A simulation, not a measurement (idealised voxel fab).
A process module follows: voxel wiring stack.
Displayed cross-section: cut, width of 260 nm, square cells sized 5 nm.
Cross-sections here: square-cell grids, written as top-down lists of bands, a band being one or more rows of cells. It is stipulated that each band's entry specify, in nanometres, the height of the top of the band and then that of its bottom, followed by the materials of the band in left-to-right sequence, each together with its width in nanometres. A single material marked by the word "throughout" is understood to fill the band from edge to edge; the word "air" is understood to denote empty space. Where do heights start? At 0: under that level the wafer as delivered is made of one material only. And the lowest band has no floor; it just carries on downward, as in "from 0 down". Read "30 to 40" as a graded width: first number on top, second number at the bottom, same change between each pair of neighbouring rows. "same as before" means the step left every cell of the cross-section as it was. Heads up: "Closed void inventory" only lists the empty pockets with no open path to the top that are 8 cells or more, and it writes them as width x height at distance, distance from the left edge, in nm. On a step's line, text after the settings is the simulator commenting on that step. For masked steps, "overlay nm" on the step line gives how far right of plan the mask actually lay; a minus sign means it lay to the left.

**The process steps that were planned are listed below**
1) RECEIVE (material Si)
2) CONFORMAL_DEP (material SiO2; thk nm 10)
3) DIRECTIONAL_DEP (material TiN; thk nm 5)
4) DIRECTIONAL_DEP (material W; thk nm 25)
5) MASKED_ETCH (tone cover; mask id METAL_1; width nm 25; pitch nm 40; etch materials W; depth nm 25; overlay nm 0)
6) MASKED_ETCH (tone cover; mask id METAL_1; width nm 25; pitch nm 40; etch materials TiN; depth nm 5; overlay nm 0)
7) FILL_DEP (material lowk; thk nm 5)
8) CMP (height nm 40)
9) CONFORMAL_DEP (material SiCN; thk nm 5)
10) DIRECTIONAL_DEP (material SiO2; thk nm 10)
11) PATTERN (tone open; mask id PLUG_1; material resist; width nm 15; pitch nm 40; thk nm 15; overlay nm 0)
12) DIRECTIONAL_ETCH (etch materials SiO2; depth nm 10)
13) DIRECTIONAL_ETCH (etch materials SiCN; depth nm 5)
14) STRIP (etch materials resist)
15) CONFORMAL_DEP (material TiN; thk nm 5)
16) FILL_DEP (material Ru; thk nm 10)
17) CMP (height nm 55)
18) DIRECTIONAL_DEP (material TiN; thk nm 5)
19) DIRECTIONAL_DEP (material Ru; thk nm 25)
20) DIRECTIONAL_DEP (material aC; thk nm 15)
21) PATTERN (tone cover; mask id METAL_2; material resist; width nm 25; pitch nm 40; thk nm 35; overlay nm 0)
22) DIRECTIONAL_ETCH (etch materials aC; depth nm 15)
23) STRIP (etch materials resist)
24) DIRECTIONAL_ETCH (etch materials Ru; depth nm 25)
25) DIRECTIONAL_ETCH (etch materials TiN; depth nm 5)
26) STRIP (etch materials aC)
27) CONFORMAL_DEP (material SiCN; thk nm 5)
28) FILL_DEP (material SiO2; thk nm 5)
29) CMP (height nm 85)
30) CONFORMAL_DEP (material SiCN; thk nm 5)
31) DIRECTIONAL_DEP (material lowk; thk nm 20)
32) PATTERN (tone open; mask id PLUG_2; material resist; width nm 15; pitch nm 80; thk nm 20; overlay nm 0)
33) DIRECTIONAL_ETCH (etch materials lowk; depth nm 20)
34) DIRECTIONAL_ETCH (etch materials SiCN; depth nm 5)
35) STRIP (etch materials resist)
36) CONFORMAL_DEP (material TiN; thk nm 5)
37) FILL_DEP (material Ru; thk nm 5)
38) CMP (height nm 110)
39) CONFORMAL_DEP (material SiN; thk nm 5)
40) DIRECTIONAL_DEP (material SiO2; thk nm 15)
41) MASKED_ETCH (tone open; mask id METAL_3; width nm 25; pitch nm 40; etch materials SiO2; depth nm 15; overlay nm 0)
42) MASKED_ETCH (tone open; mask id METAL_3; width nm 25; pitch nm 40; etch materials SiN; depth nm 5; overlay nm 0)
43) CONFORMAL_DEP (material TiN; thk nm 5)
44) FILL_DEP (material Cu; thk nm 5)
45) CMP (height nm 130)
46) CONFORMAL_DEP (material SiCN; thk nm 5)

**Run as planned: first of two wafers**

**Wafer at receipt (post step 1), cross-section**
	from 0 down: Si throughout
	Closed void inventory: none

**Cross-section of the wafer after step 2**
	from 10 to 0: SiO2 throughout
	Heights below 0 show no change.

**Cross-section of the wafer after step 3**
	from 15 to 10: TiN throughout
	Heights below 10 show no change.

**Cross-section of the wafer after step 4**
	from 40 to 15: W throughout
	Heights below 15 show no change.

**Cross-section of the wafer after step 5**
	from 40 to 15: air 55 nm / W 25 nm / air 15 nm / W 25 nm / air 15 nm / W 25 nm / air 15 nm / W 25 nm / air 60 nm
	Heights below 15 show no change.

**Cross-section of the wafer after step 6**
	from 40 to 15: air 55 nm / W 25 nm / air 15 nm / W 25 nm / air 15 nm / W 25 nm / air 15 nm / W 25 nm / air 60 nm
	from 15 to 10: air 55 nm / TiN 25 nm / air 15 nm / TiN 25 nm / air 15 nm / TiN 25 nm / air 15 nm / TiN 25 nm / air 60 nm
	Heights below 10 show no change.

**Cross-section of the wafer after step 7**
	from 45 to 40: lowk throughout
	from 40 to 15: lowk 55 nm / W 25 nm / lowk 15 nm / W 25 nm / lowk 15 nm / W 25 nm / lowk 15 nm / W 25 nm / lowk 60 nm
	from 15 to 10: lowk 55 nm / TiN 25 nm / lowk 15 nm / TiN 25 nm / lowk 15 nm / TiN 25 nm / lowk 15 nm / TiN 25 nm / lowk 60 nm
	Heights below 10 show no change.

**Cross-section of the wafer after step 8**
	from 40 to 15: lowk 55 nm / W 25 nm / lowk 15 nm / W 25 nm / lowk 15 nm / W 25 nm / lowk 15 nm / W 25 nm / lowk 60 nm
	Heights below 15 show no change.

**Cross-section of the wafer after step 9**
	from 45 to 40: SiCN throughout
	Heights below 40 show no change.

**Cross-section of the wafer after step 10**
	from 55 to 45: SiO2 throughout
	Heights below 45 show no change.

**Cross-section of the wafer after step 11**
	from 70 to 55: resist 55 nm / air 15 nm / resist 25 nm / air 15 nm / resist 25 nm / air 15 nm / resist 25 nm / air 15 nm / resist 70 nm
	Heights below 55 show no change.

**Cross-section of the wafer after step 12**
	from 70 to 55: resist 55 nm / air 15 nm / resist 25 nm / air 15 nm / resist 25 nm / air 15 nm / resist 25 nm / air 15 nm / resist 70 nm
	from 55 to 45: SiO2 55 nm / air 15 nm / SiO2 25 nm / air 15 nm / SiO2 25 nm / air 15 nm / SiO2 25 nm / air 15 nm / SiO2 70 nm
	Heights below 45 show no change.

**Cross-section of the wafer after step 13**
	from 70 to 55: resist 55 nm / air 15 nm / resist 25 nm / air 15 nm / resist 25 nm / air 15 nm / resist 25 nm / air 15 nm / resist 70 nm
	from 55 to 45: SiO2 55 nm / air 15 nm / SiO2 25 nm / air 15 nm / SiO2 25 nm / air 15 nm / SiO2 25 nm / air 15 nm / SiO2 70 nm
	from 45 to 40: SiCN 55 nm / air 15 nm / SiCN 25 nm / air 15 nm / SiCN 25 nm / air 15 nm / SiCN 25 nm / air 15 nm / SiCN 70 nm
	Heights below 40 show no change.

**Cross-section of the wafer after step 14**
	from 55 to 45: SiO2 55 nm / air 15 nm / SiO2 25 nm / air 15 nm / SiO2 25 nm / air 15 nm / SiO2 25 nm / air 15 nm / SiO2 70 nm
	Heights below 45 show no change.

**Cross-section of the wafer after step 15**
	from 60 to 55: TiN 60 nm / air 5 nm / TiN 35 nm / air 5 nm / TiN 35 nm / air 5 nm / TiN 35 nm / air 5 nm / TiN 75 nm
	from 55 to 45: SiO2 55 nm / TiN 5 nm / air 5 nm / TiN 5 nm / SiO2 25 nm / TiN 5 nm / air 5 nm / TiN 5 nm / SiO2 25 nm / TiN 5 nm / air 5 nm / TiN 5 nm / SiO2 25 nm / TiN 5 nm / air 5 nm / TiN 5 nm / SiO2 70 nm
	from 45 to 40: SiCN 55 nm / TiN 15 nm / SiCN 25 nm / TiN 15 nm / SiCN 25 nm / TiN 15 nm / SiCN 25 nm / TiN 15 nm / SiCN 70 nm
	Heights below 40 show no change.

**Cross-section of the wafer after step 16**
	from 70 to 60: Ru throughout
	from 60 to 55: TiN 60 nm / Ru 5 nm / TiN 35 nm / Ru 5 nm / TiN 35 nm / Ru 5 nm / TiN 35 nm / Ru 5 nm / TiN 75 nm
	from 55 to 45: SiO2 55 nm / TiN 5 nm / Ru 5 nm / TiN 5 nm / SiO2 25 nm / TiN 5 nm / Ru 5 nm / TiN 5 nm / SiO2 25 nm / TiN 5 nm / Ru 5 nm / TiN 5 nm / SiO2 25 nm / TiN 5 nm / Ru 5 nm / TiN 5 nm / SiO2 70 nm
	Heights below 45 show no change.

**Cross-section of the wafer after step 17**
	from 55 to 45: SiO2 55 nm / TiN 5 nm / Ru 5 nm / TiN 5 nm / SiO2 25 nm / TiN 5 nm / Ru 5 nm / TiN 5 nm / SiO2 25 nm / TiN 5 nm / Ru 5 nm / TiN 5 nm / SiO2 25 nm / TiN 5 nm / Ru 5 nm / TiN 5 nm / SiO2 70 nm
	Heights below 45 show no change.

**Cross-section of the wafer after step 18**
	from 60 to 55: TiN throughout
	Heights below 55 show no change.

**Cross-section of the wafer after step 19**
	from 85 to 60: Ru throughout
	Heights below 60 show no change.

**Cross-section of the wafer after step 20**
	from 100 to 85: aC throughout
	Heights below 85 show no change.

**Cross-section of the wafer after step 21**
	from 135 to 100: air 55 nm / resist 25 nm / air 15 nm / resist 25 nm / air 15 nm / resist 25 nm / air 15 nm / resist 25 nm / air 60 nm
	Heights below 100 show no change.

**Cross-section of the wafer after step 22**
	from 120 to 100: air 55 nm / resist 25 nm / air 15 nm / resist 25 nm / air 15 nm / resist 25 nm / air 15 nm / resist 25 nm / air 60 nm
	from 100 to 85: air 55 nm / aC 25 nm / air 15 nm / aC 25 nm / air 15 nm / aC 25 nm / air 15 nm / aC 25 nm / air 60 nm
	Heights below 85 show no change.

**Cross-section of the wafer after step 23**
	from 100 to 85: air 55 nm / aC 25 nm / air 15 nm / aC 25 nm / air 15 nm / aC 25 nm / air 15 nm / aC 25 nm / air 60 nm
	Heights below 85 show no change.

**Cross-section of the wafer after step 24**
	from 100 to 85: air 55 nm / aC 25 nm / air 15 nm / aC 25 nm / air 15 nm / aC 25 nm / air 15 nm / aC 25 nm / air 60 nm
	from 85 to 60: air 55 nm / Ru 25 nm / air 15 nm / Ru 25 nm / air 15 nm / Ru 25 nm / air 15 nm / Ru 25 nm / air 60 nm
	Heights below 60 show no change.

**Cross-section of the wafer after step 25**
	from 100 to 85: air 55 nm / aC 25 nm / air 15 nm / aC 25 nm / air 15 nm / aC 25 nm / air 15 nm / aC 25 nm / air 60 nm
	from 85 to 60: air 55 nm / Ru 25 nm / air 15 nm / Ru 25 nm / air 15 nm / Ru 25 nm / air 15 nm / Ru 25 nm / air 60 nm
	from 60 to 55: air 55 nm / TiN 25 nm / air 15 nm / TiN 25 nm / air 15 nm / TiN 25 nm / air 15 nm / TiN 25 nm / air 60 nm
	Heights below 55 show no change.

**Cross-section of the wafer after step 26**
	from 85 to 60: air 55 nm / Ru 25 nm / air 15 nm / Ru 25 nm / air 15 nm / Ru 25 nm / air 15 nm / Ru 25 nm / air 60 nm
	Heights below 60 show no change.

**Cross-section of the wafer after step 27**
	from 90 to 85: air 50 nm / SiCN 35 nm / air 5 nm / SiCN 35 nm / air 5 nm / SiCN 35 nm / air 5 nm / SiCN 35 nm / air 55 nm
	from 85 to 60: air 50 nm / SiCN 5 nm / Ru 25 nm / SiCN 5 nm / air 5 nm / SiCN 5 nm / Ru 25 nm / SiCN 5 nm / air 5 nm / SiCN 5 nm / Ru 25 nm / SiCN 5 nm / air 5 nm / SiCN 5 nm / Ru 25 nm / SiCN 5 nm / air 55 nm
	from 60 to 55: SiCN 55 nm / TiN 25 nm / SiCN 15 nm / TiN 25 nm / SiCN 15 nm / TiN 25 nm / SiCN 15 nm / TiN 25 nm / SiCN 60 nm
	Heights below 55 show no change.

**Cross-section of the wafer after step 28**
	from 95 to 90: SiO2 throughout
	from 90 to 85: SiO2 50 nm / SiCN 35 nm / SiO2 5 nm / SiCN 35 nm / SiO2 5 nm / SiCN 35 nm / SiO2 5 nm / SiCN 35 nm / SiO2 55 nm
	from 85 to 60: SiO2 50 nm / SiCN 5 nm / Ru 25 nm / SiCN 5 nm / SiO2 5 nm / SiCN 5 nm / Ru 25 nm / SiCN 5 nm / SiO2 5 nm / SiCN 5 nm / Ru 25 nm / SiCN 5 nm / SiO2 5 nm / SiCN 5 nm / Ru 25 nm / SiCN 5 nm / SiO2 55 nm
	Heights below 60 show no change.

**Cross-section of the wafer after step 29**
	from 85 to 60: SiO2 50 nm / SiCN 5 nm / Ru 25 nm / SiCN 5 nm / SiO2 5 nm / SiCN 5 nm / Ru 25 nm / SiCN 5 nm / SiO2 5 nm / SiCN 5 nm / Ru 25 nm / SiCN 5 nm / SiO2 5 nm / SiCN 5 nm / Ru 25 nm / SiCN 5 nm / SiO2 55 nm
	Heights below 60 show no change.

**Cross-section of the wafer after step 30**
	from 90 to 85: SiCN throughout
	Heights below 85 show no change.

**Cross-section of the wafer after step 31**
	from 110 to 90: lowk throughout
	Heights below 90 show no change.

**Cross-section of the wafer after step 32**
	from 130 to 110: resist 55 nm / air 15 nm / resist 65 nm / air 15 nm / resist 110 nm
	Heights below 110 show no change.

**Cross-section of the wafer after step 33**
	from 130 to 110: resist 55 nm / air 15 nm / resist 65 nm / air 15 nm / resist 110 nm
	from 110 to 90: lowk 55 nm / air 15 nm / lowk 65 nm / air 15 nm / lowk 110 nm
	Heights below 90 show no change.

**Cross-section of the wafer after step 34**
	from 130 to 110: resist 55 nm / air 15 nm / resist 65 nm / air 15 nm / resist 110 nm
	from 110 to 90: lowk 55 nm / air 15 nm / lowk 65 nm / air 15 nm / lowk 110 nm
	from 90 to 85: SiCN 55 nm / air 15 nm / SiCN 65 nm / air 15 nm / SiCN 110 nm
	Heights below 85 show no change.

**Cross-section of the wafer after step 35**
	from 110 to 90: lowk 55 nm / air 15 nm / lowk 65 nm / air 15 nm / lowk 110 nm
	Heights below 90 show no change.

**Cross-section of the wafer after step 36**
	from 115 to 110: TiN 60 nm / air 5 nm / TiN 75 nm / air 5 nm / TiN 115 nm
	from 110 to 90: lowk 55 nm / TiN 5 nm / air 5 nm / TiN 5 nm / lowk 65 nm / TiN 5 nm / air 5 nm / TiN 5 nm / lowk 110 nm
	from 90 to 85: SiCN 55 nm / TiN 15 nm / SiCN 65 nm / TiN 15 nm / SiCN 110 nm
	Heights below 85 show no change.

**Cross-section of the wafer after step 37**
	from 120 to 115: Ru throughout
	from 115 to 110: TiN 60 nm / Ru 5 nm / TiN 75 nm / Ru 5 nm / TiN 115 nm
	from 110 to 90: lowk 55 nm / TiN 5 nm / Ru 5 nm / TiN 5 nm / lowk 65 nm / TiN 5 nm / Ru 5 nm / TiN 5 nm / lowk 110 nm
	Heights below 90 show no change.

**Cross-section of the wafer after step 38**
	from 110 to 90: lowk 55 nm / TiN 5 nm / Ru 5 nm / TiN 5 nm / lowk 65 nm / TiN 5 nm / Ru 5 nm / TiN 5 nm / lowk 110 nm
	Heights below 90 show no change.

**Cross-section of the wafer after step 39**
	from 115 to 110: SiN throughout
	Heights below 110 show no change.

**Cross-section of the wafer after step 40**
	from 130 to 115: SiO2 throughout
	Heights below 115 show no change.

**Cross-section of the wafer after step 41**
	from 130 to 115: SiO2 55 nm / air 25 nm / SiO2 15 nm / air 25 nm / SiO2 15 nm / air 25 nm / SiO2 15 nm / air 25 nm / SiO2 60 nm
	Heights below 115 show no change.

**Cross-section of the wafer after step 42**
	from 130 to 115: SiO2 55 nm / air 25 nm / SiO2 15 nm / air 25 nm / SiO2 15 nm / air 25 nm / SiO2 15 nm / air 25 nm / SiO2 60 nm
	from 115 to 110: SiN 55 nm / air 25 nm / SiN 15 nm / air 25 nm / SiN 15 nm / air 25 nm / SiN 15 nm / air 25 nm / SiN 60 nm
	Heights below 110 show no change.

**Cross-section of the wafer after step 43**
	from 135 to 130: TiN 60 nm / air 15 nm / TiN 25 nm / air 15 nm / TiN 25 nm / air 15 nm / TiN 25 nm / air 15 nm / TiN 65 nm
	from 130 to 115: SiO2 55 nm / TiN 5 nm / air 15 nm / TiN 5 nm / SiO2 15 nm / TiN 5 nm / air 15 nm / TiN 5 nm / SiO2 15 nm / TiN 5 nm / air 15 nm / TiN 5 nm / SiO2 15 nm / TiN 5 nm / air 15 nm / TiN 5 nm / SiO2 60 nm
	from 115 to 110: SiN 55 nm / TiN 25 nm / SiN 15 nm / TiN 25 nm / SiN 15 nm / TiN 25 nm / SiN 15 nm / TiN 25 nm / SiN 60 nm
	Heights below 110 show no change.

**Cross-section of the wafer after step 44**
	from 140 to 135: Cu throughout
	from 135 to 130: TiN 60 nm / Cu 15 nm / TiN 25 nm / Cu 15 nm / TiN 25 nm / Cu 15 nm / TiN 25 nm / Cu 15 nm / TiN 65 nm
	from 130 to 115: SiO2 55 nm / TiN 5 nm / Cu 15 nm / TiN 5 nm / SiO2 15 nm / TiN 5 nm / Cu 15 nm / TiN 5 nm / SiO2 15 nm / TiN 5 nm / Cu 15 nm / TiN 5 nm / SiO2 15 nm / TiN 5 nm / Cu 15 nm / TiN 5 nm / SiO2 60 nm
	Heights below 115 show no change.

**Cross-section of the wafer after step 45**
	from 130 to 115: SiO2 55 nm / TiN 5 nm / Cu 15 nm / TiN 5 nm / SiO2 15 nm / TiN 5 nm / Cu 15 nm / TiN 5 nm / SiO2 15 nm / TiN 5 nm / Cu 15 nm / TiN 5 nm / SiO2 15 nm / TiN 5 nm / Cu 15 nm / TiN 5 nm / SiO2 60 nm
	Heights below 115 show no change.

**Cross-section of the wafer after step 46**
	from 135 to 130: SiCN throughout
	Heights below 130 show no change.

**The second wafer began exactly as the first did and followed the same plan, but one mistake was made while running it; through step 16 inclusive, the two wafers are identical**

when step 17 should have ended: same as before

**when step 18 should have ended**
	from 75 to 70: TiN throughout
	Heights below 70 show no change.

**when step 19 should have ended**
	from 100 to 75: Ru throughout
	Heights below 75 show no change.

**when step 20 should have ended**
	from 115 to 100: aC throughout
	Heights below 100 show no change.

**when step 21 should have ended**
	from 150 to 115: air 55 nm / resist 25 nm / air 15 nm / resist 25 nm / air 15 nm / resist 25 nm / air 15 nm / resist 25 nm / air 60 nm
	Heights below 115 show no change.

**when step 22 should have ended**
	from 135 to 115: air 55 nm / resist 25 nm / air 15 nm / resist 25 nm / air 15 nm / resist 25 nm / air 15 nm / resist 25 nm / air 60 nm
	from 115 to 100: air 55 nm / aC 25 nm / air 15 nm / aC 25 nm / air 15 nm / aC 25 nm / air 15 nm / aC 25 nm / air 60 nm
	Heights below 100 show no change.

**when step 23 should have ended**
	from 115 to 100: air 55 nm / aC 25 nm / air 15 nm / aC 25 nm / air 15 nm / aC 25 nm / air 15 nm / aC 25 nm / air 60 nm
	Heights below 100 show no change.

**when step 24 should have ended**
	from 115 to 100: air 55 nm / aC 25 nm / air 15 nm / aC 25 nm / air 15 nm / aC 25 nm / air 15 nm / aC 25 nm / air 60 nm
	from 100 to 75: air 55 nm / Ru 25 nm / air 15 nm / Ru 25 nm / air 15 nm / Ru 25 nm / air 15 nm / Ru 25 nm / air 60 nm
	Heights below 75 show no change.

**when step 25 should have ended**
	from 115 to 100: air 55 nm / aC 25 nm / air 15 nm / aC 25 nm / air 15 nm / aC 25 nm / air 15 nm / aC 25 nm / air 60 nm
	from 100 to 75: air 55 nm / Ru 25 nm / air 15 nm / Ru 25 nm / air 15 nm / Ru 25 nm / air 15 nm / Ru 25 nm / air 60 nm
	from 75 to 70: air 55 nm / TiN 25 nm / air 15 nm / TiN 25 nm / air 15 nm / TiN 25 nm / air 15 nm / TiN 25 nm / air 60 nm
	Heights below 70 show no change.

**when step 26 should have ended**
	from 100 to 75: air 55 nm / Ru 25 nm / air 15 nm / Ru 25 nm / air 15 nm / Ru 25 nm / air 15 nm / Ru 25 nm / air 60 nm
	Heights below 75 show no change.

**when step 27 should have ended**
	from 105 to 100: air 50 nm / SiCN 35 nm / air 5 nm / SiCN 35 nm / air 5 nm / SiCN 35 nm / air 5 nm / SiCN 35 nm / air 55 nm
	from 100 to 75: air 50 nm / SiCN 5 nm / Ru 25 nm / SiCN 5 nm / air 5 nm / SiCN 5 nm / Ru 25 nm / SiCN 5 nm / air 5 nm / SiCN 5 nm / Ru 25 nm / SiCN 5 nm / air 5 nm / SiCN 5 nm / Ru 25 nm / SiCN 5 nm / air 55 nm
	from 75 to 70: SiCN 55 nm / TiN 25 nm / SiCN 15 nm / TiN 25 nm / SiCN 15 nm / TiN 25 nm / SiCN 15 nm / TiN 25 nm / SiCN 60 nm
	Heights below 70 show no change.

**when step 28 should have ended**
	from 110 to 105: SiO2 throughout
	from 105 to 100: SiO2 50 nm / SiCN 35 nm / SiO2 5 nm / SiCN 35 nm / SiO2 5 nm / SiCN 35 nm / SiO2 5 nm / SiCN 35 nm / SiO2 55 nm
	from 100 to 75: SiO2 50 nm / SiCN 5 nm / Ru 25 nm / SiCN 5 nm / SiO2 5 nm / SiCN 5 nm / Ru 25 nm / SiCN 5 nm / SiO2 5 nm / SiCN 5 nm / Ru 25 nm / SiCN 5 nm / SiO2 5 nm / SiCN 5 nm / Ru 25 nm / SiCN 5 nm / SiO2 55 nm
	Heights below 75 show no change.

**when step 29 should have ended**
	from 85 to 75: SiO2 50 nm / SiCN 5 nm / Ru 25 nm / SiCN 5 nm / SiO2 5 nm / SiCN 5 nm / Ru 25 nm / SiCN 5 nm / SiO2 5 nm / SiCN 5 nm / Ru 25 nm / SiCN 5 nm / SiO2 5 nm / SiCN 5 nm / Ru 25 nm / SiCN 5 nm / SiO2 55 nm
	Heights below 75 show no change.

**when step 30 should have ended**
	from 90 to 85: SiCN throughout
	Heights below 85 show no change.

**when step 31 should have ended**
	from 110 to 90: lowk throughout
	Heights below 90 show no change.

**when step 32 should have ended**
	from 130 to 110: resist 55 nm / air 15 nm / resist 65 nm / air 15 nm / resist 110 nm
	Heights below 110 show no change.

**when step 33 should have ended**
	from 130 to 110: resist 55 nm / air 15 nm / resist 65 nm / air 15 nm / resist 110 nm
	from 110 to 90: lowk 55 nm / air 15 nm / lowk 65 nm / air 15 nm / lowk 110 nm
	Heights below 90 show no change.

**when step 34 should have ended**
	from 130 to 110: resist 55 nm / air 15 nm / resist 65 nm / air 15 nm / resist 110 nm
	from 110 to 90: lowk 55 nm / air 15 nm / lowk 65 nm / air 15 nm / lowk 110 nm
	from 90 to 85: SiCN 55 nm / air 15 nm / SiCN 65 nm / air 15 nm / SiCN 110 nm
	Heights below 85 show no change.

**when step 35 should have ended**
	from 110 to 90: lowk 55 nm / air 15 nm / lowk 65 nm / air 15 nm / lowk 110 nm
	Heights below 90 show no change.

**when step 36 should have ended**
	from 115 to 110: TiN 60 nm / air 5 nm / TiN 75 nm / air 5 nm / TiN 115 nm
	from 110 to 90: lowk 55 nm / TiN 5 nm / air 5 nm / TiN 5 nm / lowk 65 nm / TiN 5 nm / air 5 nm / TiN 5 nm / lowk 110 nm
	from 90 to 85: SiCN 55 nm / TiN 15 nm / SiCN 65 nm / TiN 15 nm / SiCN 110 nm
	Heights below 85 show no change.

**when step 37 should have ended**
	from 120 to 115: Ru throughout
	from 115 to 110: TiN 60 nm / Ru 5 nm / TiN 75 nm / Ru 5 nm / TiN 115 nm
	from 110 to 90: lowk 55 nm / TiN 5 nm / Ru 5 nm / TiN 5 nm / lowk 65 nm / TiN 5 nm / Ru 5 nm / TiN 5 nm / lowk 110 nm
	Heights below 90 show no change.

**when step 38 should have ended**
	from 110 to 90: lowk 55 nm / TiN 5 nm / Ru 5 nm / TiN 5 nm / lowk 65 nm / TiN 5 nm / Ru 5 nm / TiN 5 nm / lowk 110 nm
	Heights below 90 show no change.

**when step 39 should have ended**
	from 115 to 110: SiN throughout
	Heights below 110 show no change.

**when step 40 should have ended**
	from 130 to 115: SiO2 throughout
	Heights below 115 show no change.

**when step 41 should have ended**
	from 130 to 115: SiO2 55 nm / air 25 nm / SiO2 15 nm / air 25 nm / SiO2 15 nm / air 25 nm / SiO2 15 nm / air 25 nm / SiO2 60 nm
	Heights below 115 show no change.

**when step 42 should have ended**
	from 130 to 115: SiO2 55 nm / air 25 nm / SiO2 15 nm / air 25 nm / SiO2 15 nm / air 25 nm / SiO2 15 nm / air 25 nm / SiO2 60 nm
	from 115 to 110: SiN 55 nm / air 25 nm / SiN 15 nm / air 25 nm / SiN 15 nm / air 25 nm / SiN 15 nm / air 25 nm / SiN 60 nm
	Heights below 110 show no change.

**when step 43 should have ended**
	from 135 to 130: TiN 60 nm / air 15 nm / TiN 25 nm / air 15 nm / TiN 25 nm / air 15 nm / TiN 25 nm / air 15 nm / TiN 65 nm
	from 130 to 115: SiO2 55 nm / TiN 5 nm / air 15 nm / TiN 5 nm / SiO2 15 nm / TiN 5 nm / air 15 nm / TiN 5 nm / SiO2 15 nm / TiN 5 nm / air 15 nm / TiN 5 nm / SiO2 15 nm / TiN 5 nm / air 15 nm / TiN 5 nm / SiO2 60 nm
	from 115 to 110: SiN 55 nm / TiN 25 nm / SiN 15 nm / TiN 25 nm / SiN 15 nm / TiN 25 nm / SiN 15 nm / TiN 25 nm / SiN 60 nm
	Heights below 110 show no change.

**when step 44 should have ended**
	from 140 to 135: Cu throughout
	from 135 to 130: TiN 60 nm / Cu 15 nm / TiN 25 nm / Cu 15 nm / TiN 25 nm / Cu 15 nm / TiN 25 nm / Cu 15 nm / TiN 65 nm
	from 130 to 115: SiO2 55 nm / TiN 5 nm / Cu 15 nm / TiN 5 nm / SiO2 15 nm / TiN 5 nm / Cu 15 nm / TiN 5 nm / SiO2 15 nm / TiN 5 nm / Cu 15 nm / TiN 5 nm / SiO2 15 nm / TiN 5 nm / Cu 15 nm / TiN 5 nm / SiO2 60 nm
	Heights below 115 show no change.

**when step 45 should have ended**
	from 130 to 115: SiO2 55 nm / TiN 5 nm / Cu 15 nm / TiN 5 nm / SiO2 15 nm / TiN 5 nm / Cu 15 nm / TiN 5 nm / SiO2 15 nm / TiN 5 nm / Cu 15 nm / TiN 5 nm / SiO2 15 nm / TiN 5 nm / Cu 15 nm / TiN 5 nm / SiO2 60 nm
	Heights below 115 show no change.

**when step 46 should have ended**
	from 135 to 130: SiCN throughout
	Heights below 130 show no change.
Diagnosis: plan step 17 skipped
Counted in cells at the end, the second wafer holds more or fewer of these materials than the first: Ru: 48 more, SiCN: 24 fewer, SiO2: 72 fewer, TiN: 48 more
